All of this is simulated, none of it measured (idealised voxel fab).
A process module follows: voxel spacer lines.
Cross-section cut: width 200 nm, square cells of 5 nm.
For the purposes of this document, a cross-section shall be understood as a grid of square cells, specified as bands listed in top-to-bottom order, each band consisting of one or more rows of cells.
Band: top and bottom heights (nm) first, top before bottom; then materials from left to right, widths in nm. "full width" marks a sole material filling the band edge to edge. "blank" denotes empty space.
Height is counted from the level 0, under which the received wafer is composed throughout of one material. The lowest of the bands is not closed at the bottom but continues downward, in the notation "0 and below".
The notation "30 to 40" denotes a width that varies across the rows of cells in the band, beginning at the first number in the top row, finishing at the second number in the bottom row, and changing by an identical amount from each row to the next.
It should be understood that the words "same as before", when stated for a given step, signify that the cross-section underwent no change in any of its cells during that step.
Look at "Enclosed void list" for the closed voids: empty spaces with no open path to the top, sized 8 cells or up. Each is width x height at distance, distance from the left edge, all nm.
That trailing text on a step's line, after the settings, is the simulator's own remark on the step.
The line of a step may include "overlay nm". On a step with a mask, this value is how far to the right of its planned place the mask lay. A negative value means the mask lay to the left.

SET OUT BELOW ARE THE PLANNED STEPS OF THE PROCESS
- 1: RECEIVE with material Si
- 2: CONFORMAL_DEP with material Al2O3, thk nm 5
- 3: DIRECTIONAL_DEP with material TiN, thk nm 20
- 4: DIRECTIONAL_DEP with material polySi, thk nm 20
- 5: PATTERN with tone cover, mask id MANDREL, material resist, width nm 15, pitch nm 70, thk nm 25, overlay nm 0
- 6: DIRECTIONAL_ETCH with etch materials polySi, depth nm 20
- 7: STRIP with etch materials resist
- 8: CONFORMAL_DEP with material SiO2, thk nm 15
- 9: DIRECTIONAL_ETCH with etch materials SiO2, depth nm 15
- 10: STRIP with etch materials polySi
- 11: DIRECTIONAL_ETCH with etch materials TiN, depth nm 20
- 12: STRIP with etch materials SiO2
What sets these wafers apart? The width nm at step 5. They all start alike, and the plan carries the first wafer's value.

AFTER STEP 1, AS RECEIVED: FIRST OF SEVERAL WAFERS, CROSS-SECTION
    0 and below | Si full width
    Enclosed void list: none

GAINED (+) OR LOST (-) CELLS OF EACH MATERIAL SINCE RECEIPT, THEN CLOSED VOIDS: ONE ROW PER WAFER, AT THE END OF THE MODULE
width nm 15, +40 Al2O3, +48 TiN, Enclosed void list: none
width nm 20, +40 Al2O3, +48 TiN, Enclosed void list: none
width nm 25, +40 Al2O3, +48 TiN, Enclosed void list: none
width nm 30, +40 Al2O3, +48 TiN, Enclosed void list: none
width nm 35, +40 Al2O3, +48 TiN, Enclosed void list: none
